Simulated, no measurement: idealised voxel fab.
process module | voxel fin reveal
cross-section cut | 215 nm wide | cells 5 nm
A cross-section is a grid of square cells, given in bands from the top down. A band is one or more rows of cells.
Each band's line starts with the height of the band's top and of its bottom, in nm. Then come its materials from left to right, each with its width in nm. One material with "throughout" fills the band from edge to edge. "air" is empty space.
Height 0 is the level under which the wafer as received is all one material. The lowest band goes on downwards, as in "0 down".
A width such as "30 to 40" changes by the same amount from each row of cells to the next, from the band's top row to its bottom row.
"no change" after a step means that no cell of the cross-section changed.
closed voids: empty space of 8 cells or more with no open way to the top, each as width x height at its distance from the left edge, in nm
after a step's settings: what the simulator itself notes on the step
overlay nm, on a step with a mask: how far to the right of its planned place the mask lay; to the left if negative
plan
1 op RECEIVE | material Si
2 op CONFORMAL_DEP | material SiN | thk nm 5
3 op MASKED_ETCH | tone cover | mask id FINS | width nm 15 | pitch nm 40 | etch materials SiN | depth nm 5 | overlay nm -15
4 op MASKED_ETCH | tone cover | mask id FINS | width nm 15 | pitch nm 40 | etch materials Si | depth nm 30 | overlay nm 0
5 op OXIDIZE | depth nm 5
6 op FILL_DEP | material SiO2 | thk nm 10
7 op CMP | height nm 5
8 op SELECTIVE_ETCH | etch materials SiO2 | depth nm 25
9 op STRIP | etch materials SiN
varied across the wafers: overlay nm of step 3. The plan shows the first wafer's value. All wafers start alike
first wafer as received, after step 1
  0 down: Si throughout
  closed voids: none
each wafer at the end: cells of each material gained (+) or lost (-) since it was received, then its closed voids
overlay nm -15 | -226 Si | +93 SiO2 | closed voids: none
overlay nm -10 | -244 Si | +102 SiO2 | closed voids: none
overlay nm -5 | -262 Si | +111 SiO2 | closed voids: none
overlay nm 0 | -280 Si | +120 SiO2 | closed voids: none
overlay nm 5 | -262 Si | +111 SiO2 | closed voids: none
overlay nm 10 | -244 Si | +102 SiO2 | closed voids: none
overlay nm 15 | -226 Si | +93 SiO2 | closed voids: none
